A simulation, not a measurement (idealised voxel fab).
This is a process module. Its name is voxel wiring stack.
FYI the section here is cut, 220 nm wide, cells are 5 nm squares.
Cross-section spec: square-cell grid; bands listed top down; each band is one or more rows.
Band entry format. Leading values: height of top, height of bottom, nm. Remainder: materials in left-to-right order, each with its width in nm. Special words: "throughout" on a single material, which then fills the band edge to edge; "empty", empty space.
Heights are reckoned from 0. Under this level, the received wafer is all of one material. The bottommost band is open-ended downward, for example "z 0 and below".
With a width like "30..40", each row of cells in the band differs from the next by the same amount, the top row carrying the first number and the bottom row the second.
Reading "no alteration" for a step: not a cell of the cross-section changed in it.
What "Sealed internal voids" gives you is every empty space of 8 cells or more that is cut off from the top. Each appears as width x height at distance, with the distance taken from the left edge and width, height and distance all in nm.
The remark found on a step's line after its settings is issued by the simulator itself and pertains to that step.
What "overlay nm" on a step's line means: if the step has a mask, that mask lay this far to the right of its planned place, or, when the value is negative, to the left.

Set out below are the planned steps of the process
1 op RECEIVE | material Si
2 op CONFORMAL_DEP | material SiO2 | thk nm 10
3 op DIRECTIONAL_DEP | material TiN | thk nm 5
4 op DIRECTIONAL_DEP | material Ru | thk nm 20
5 op DIRECTIONAL_DEP | material aC | thk nm 15
6 op PATTERN | tone cover | mask id METAL_1 | material resist | width nm 20 | pitch nm 45 | thk nm 35 | overlay nm 0
7 op DIRECTIONAL_ETCH | etch materials aC | depth nm 15
8 op STRIP | etch materials resist
9 op DIRECTIONAL_ETCH | etch materials Ru | depth nm 20
10 op DIRECTIONAL_ETCH | etch materials TiN | depth nm 5
11 op STRIP | etch materials aC
12 op CONFORMAL_DEP | material SiCN | thk nm 5
13 op FILL_DEP | material lowk | thk nm 5
14 op CMP | height nm 35
15 op CONFORMAL_DEP | material SiCN | thk nm 5
16 op DIRECTIONAL_DEP | material lowk | thk nm 15
17 op DIRECTIONAL_DEP | material aC | thk nm 10
18 op PATTERN | tone open | mask id PLUG_1 | material resist | width nm 15 | pitch nm 45 | thk nm 25 | overlay nm 0
19 op DIRECTIONAL_ETCH | etch materials aC | depth nm 10
20 op STRIP | etch materials resist
21 op DIRECTIONAL_ETCH | etch materials lowk | depth nm 15
22 op DIRECTIONAL_ETCH | etch materials SiCN | depth nm 5
23 op STRIP | etch materials aC
24 op EPI | material Ru | thk nm 10
25 op EPI | material Ru | thk nm 10
26 op DIRECTIONAL_DEP | material TiN | thk nm 5
27 op DIRECTIONAL_DEP | material W | thk nm 25
28 op DIRECTIONAL_DEP | material aC | thk nm 15
29 op PATTERN | tone cover | mask id METAL_2 | material resist | width nm 20 | pitch nm 45 | thk nm 30 | overlay nm 0
30 op DIRECTIONAL_ETCH | etch materials aC | depth nm 15
31 op STRIP | etch materials resist
32 op DIRECTIONAL_ETCH | etch materials W | depth nm 25
33 op DIRECTIONAL_ETCH | etch materials TiN | depth nm 5
34 op STRIP | etch materials aC
35 op FILL_DEP | material lowk | thk nm 10
36 op CMP | height nm 85
37 op CONFORMAL_DEP | material SiCN | thk nm 5
38 op DIRECTIONAL_DEP | material lowk | thk nm 30
39 op PATTERN | tone open | mask id METAL_3 | material resist | width nm 20 | pitch nm 45 | thk nm 20 | overlay nm 0
40 op DIRECTIONAL_ETCH | etch materials lowk | depth nm 15
41 op STRIP | etch materials resist
42 op MASKED_ETCH | tone open | mask id METAL_3_HOLES | width nm 15 | pitch nm 45 | etch materials lowk | depth nm 15 | overlay nm 0
43 op MASKED_ETCH | tone open | mask id METAL_3_HOLES | width nm 15 | pitch nm 45 | etch materials SiCN | depth nm 5 | overlay nm 0
44 op CONFORMAL_DEP | material TiN | thk nm 5
45 op FILL_DEP | material Cu | thk nm 5
46 op CMP | height nm 120
47 op CONFORMAL_DEP | material SiN | thk nm 5
The plan's step 37 thk nm is the first wafer's value; the wafers differ in this setting and start identical.

After step 1, as received: first of several wafers, cross-section
	z 0 and below: Si throughout
	Sealed internal voids: none

first wafer at the end, after step 47
	z 125 to 120: SiN throughout
	z 120 to 110: lowk 75  TiN 5  Cu 10  TiN 5  lowk 25  TiN 5  Cu 10  TiN 5  lowk 80
	z 110 to 105: lowk 75  TiN 5  Cu 5  TiN 10  lowk 25  TiN 5  Cu 5  TiN 10  lowk 80
	z 105 to 90: lowk 75  TiN 5  Cu 5  TiN 5  lowk 30  TiN 5  Cu 5  TiN 5  lowk 85
	z 90 to 85: SiCN 75  TiN 15  SiCN 30  TiN 15  SiCN 85
	z 85 to 60: lowk 75  W 20  lowk 25  W 20  lowk 80
	z 60 to 55: lowk 75  TiN 20  lowk 25  TiN 20  lowk 80
	z 55 to 40: lowk 75  Ru 15  lowk 30  Ru 15  lowk 85
	z 40 to 35: SiCN 75  Ru 15  SiCN 30  Ru 15  SiCN 85
	z 35 to 15: lowk 70  SiCN 5  Ru 20  SiCN 5  lowk 15  SiCN 5  Ru 20  SiCN 5  lowk 75
	z 15 to 10: SiCN 75  TiN 20  SiCN 25  TiN 20  SiCN 80
	z 10 to 0: SiO2 throughout
	z 0 and below: Si throughout
	Sealed internal voids: none

Cross-section, module end, final of several wafers
	z 125 to 120: SiN throughout
	z 120 to 105: lowk 75  TiN 5  Cu 5  TiN 5  lowk 30  TiN 5  Cu 5  TiN 5  lowk 85
	z 105 to 100: SiCN 75  TiN 15  SiCN 30  TiN 15  SiCN 85
	z 100 to 85: SiCN throughout
	z 85 to 60: lowk 75  W 20  lowk 25  W 20  lowk 80
	z 60 to 55: lowk 75  TiN 20  lowk 25  TiN 20  lowk 80
	z 55 to 40: lowk 75  Ru 15  lowk 30  Ru 15  lowk 85
	z 40 to 35: SiCN 75  Ru 15  SiCN 30  Ru 15  SiCN 85
	z 35 to 15: lowk 70  SiCN 5  Ru 20  SiCN 5  lowk 15  SiCN 5  Ru 20  SiCN 5  lowk 75
	z 15 to 10: SiCN 75  TiN 20  SiCN 25  TiN 20  SiCN 80
	z 10 to 0: SiO2 throughout
	z 0 and below: Si throughout
	Sealed internal voids: none

Where each wafer stands at the end of the module, a row apiece: cells of each material gained (+) or lost (-) since it was received, then closed voids
thk nm 5; +16 Cu; +56 Ru; +128 SiCN; +44 SiN; +88 SiO2; +48 TiN; +40 W; +680 lowk; Sealed internal voids: none
thk nm 10; +12 Cu; +56 Ru; +172 SiCN; +44 SiN; +88 SiO2; +44 TiN; +40 W; +644 lowk; Sealed internal voids: none
thk nm 15; +8 Cu; +56 Ru; +216 SiCN; +44 SiN; +88 SiO2; +40 TiN; +40 W; +608 lowk; Sealed internal voids: none
thk nm 20; +6 Cu; +56 Ru; +260 SiCN; +44 SiN; +88 SiO2; +34 TiN; +40 W; +572 lowk; Sealed internal voids: none
